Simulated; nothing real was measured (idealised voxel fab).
You're looking at the process module voxel quadruple lines.
We display cut, a cross-section 215 nm in width whose square cells are each 5 nm.
When this document writes out a cross-section, it uses a grid of square cells and lists it as bands, beginning at the top and moving down, with a band standing for one or more rows of cells. Heads up on the band format: heights come first, top then bottom, in nm. After that it's the materials left to right, each with its width in nm. A single material flagged "all across" fills the whole band edge to edge, and "air" means there's empty space there. Convention: height 0 is the level below which the wafer, as received, is all one material. The lowest band does not terminate at the bottom but continues downward, represented as "0..down". Width: "30 to 40" (first number = top row, second number = bottom row, same change from row to row of cells). Given "no modifications" for a step, no cell of the cross-section differs between before and after that step. "Closed internal cavities" means: voids of 8 cells or more that are shut off from the top with no open way through. Written width x height at distance, distance from the left edge, in nm. If you see something after the settings on a step's line, that's the simulator's own remark about that step. "overlay nm" on a masked step: distance the mask lay right of its planned place, negative for left.
**Process steps (planned)**
1,op RECEIVE | material Si
2,op CONFORMAL_DEP | material Al2O3 | thk nm 5
3,op DIRECTIONAL_DEP | material TiN | thk nm 10
4,op DIRECTIONAL_DEP | material polySi | thk nm 15
5,op DIRECTIONAL_DEP | material aC | thk nm 20
6,op PATTERN | tone cover | mask id MANDREL | material resist | width nm 35 | pitch nm 100 | thk nm 25 | overlay nm 0
7,op DIRECTIONAL_ETCH | etch materials aC | depth nm 20
8,op STRIP | etch materials resist
9,op CONFORMAL_DEP | material SiO2 | thk nm 15
10,op DIRECTIONAL_ETCH | etch materials SiO2 | depth nm 15
11,op STRIP | etch materials aC
12,op DIRECTIONAL_ETCH | etch materials polySi | depth nm 15
13,op STRIP | etch materials SiO2
14,op CONFORMAL_DEP | material SiCN | thk nm 10
15,op DIRECTIONAL_ETCH | etch materials SiCN | depth nm 10
16,op STRIP | etch materials polySi
17,op DIRECTIONAL_ETCH | etch materials TiN | depth nm 10
18,op STRIP | etch materials SiCN
19,op FILL_DEP | material lowk | thk nm 10
20,op CMP | height nm 15
**Cross-section of the wafer at receipt, which is the condition after step 1**
0..down | Si all across
Closed internal cavities: none
**One mistake in running the module, otherwise start and plan as above: cross-section at the end**
15..5 | lowk (10), then TiN (10), then lowk (15), then TiN (10), then lowk (15), then TiN (10), then lowk (15), then TiN (10), then lowk (15), then TiN (10), then lowk (15), then TiN (10), then lowk (15), then TiN (10), then lowk (15), then TiN (10), then lowk (20)
5..0 | Al2O3 all across
0..down | Si all across
Closed internal cavities: none
Deviation from plan: step 6: run off-plan, actual operation and settings op PATTERN | tone cover | mask id MANDREL | material resist | width nm 35 | pitch nm 100 | thk nm 25 | overlay nm -5
